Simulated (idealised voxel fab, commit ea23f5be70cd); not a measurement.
process module | voxel self aligned contacts
cross-section cut | 195 nm wide | cells 5 nm
A cross-section is a grid of square cells, given in bands from the top down. A band is one or more rows of cells.
Each band's line starts with the height of the band's top and of its bottom, in nm. Then come its materials from left to right, each with its width in nm. One material with "throughout" fills the band from edge to edge. "air" is empty space.
Height 0 is the level under which the wafer as received is all one material. The lowest band goes on downwards, as in "0 down".
A width such as "30 to 40" changes by the same amount from each row of cells to the next, from the band's top row to its bottom row.
"no change" after a step means that no cell of the cross-section changed.
closed voids: empty space of 8 cells or more with no open way to the top, each as width x height at its distance from the left edge, in nm
after a step's settings: what the simulator itself notes on the step
overlay nm, on a step with a mask: how far to the right of its planned place the mask lay; to the left if negative
plan
1 op RECEIVE | material Si
2 op OXIDIZE | depth nm 5
3 op DIRECTIONAL_DEP | material polySi | thk nm 20
4 op DIRECTIONAL_DEP | material SiN | thk nm 20
5 op MASKED_ETCH | tone cover | mask id GATE | width nm 35 | pitch nm 65 | etch materials SiN | depth nm 20 | overlay nm 0
6 op MASKED_ETCH | tone cover | mask id GATE | width nm 35 | pitch nm 65 | etch materials polySi | depth nm 20 | overlay nm 0
7 op CONFORMAL_DEP | material SiN | thk nm 5
8 op DIRECTIONAL_ETCH | etch materials SiN | depth nm 5
9 op FILL_DEP | material SiO2 | thk nm 20
10 op CMP | height nm 50
11 op MASKED_ETCH | tone open | mask id CONTACT | width nm 50 | etch materials SiO2 | depth nm 55 | overlay nm 0
12 op CONFORMAL_DEP | material TiN | thk nm 5
13 op FILL_DEP | material W | thk nm 10
14 op CMP | height nm 50
15 op CONFORMAL_DEP | material SiCN | thk nm 5
as received, after step 1
  0 down: Si throughout
  closed voids: none
a wafer at the end: this start, this plan, one mistake
  55 to 50: SiCN throughout
  50 to 20: SiN throughout
  20 to 0: SiN 45 | polySi 35 | SiN 30 | polySi 35 | SiN 50
  0 to -5: SiO2 throughout
  -5 down: Si throughout
  closed voids: none
what went wrong: step 9 ran as: op FILL_DEP | material SiN | thk nm 20
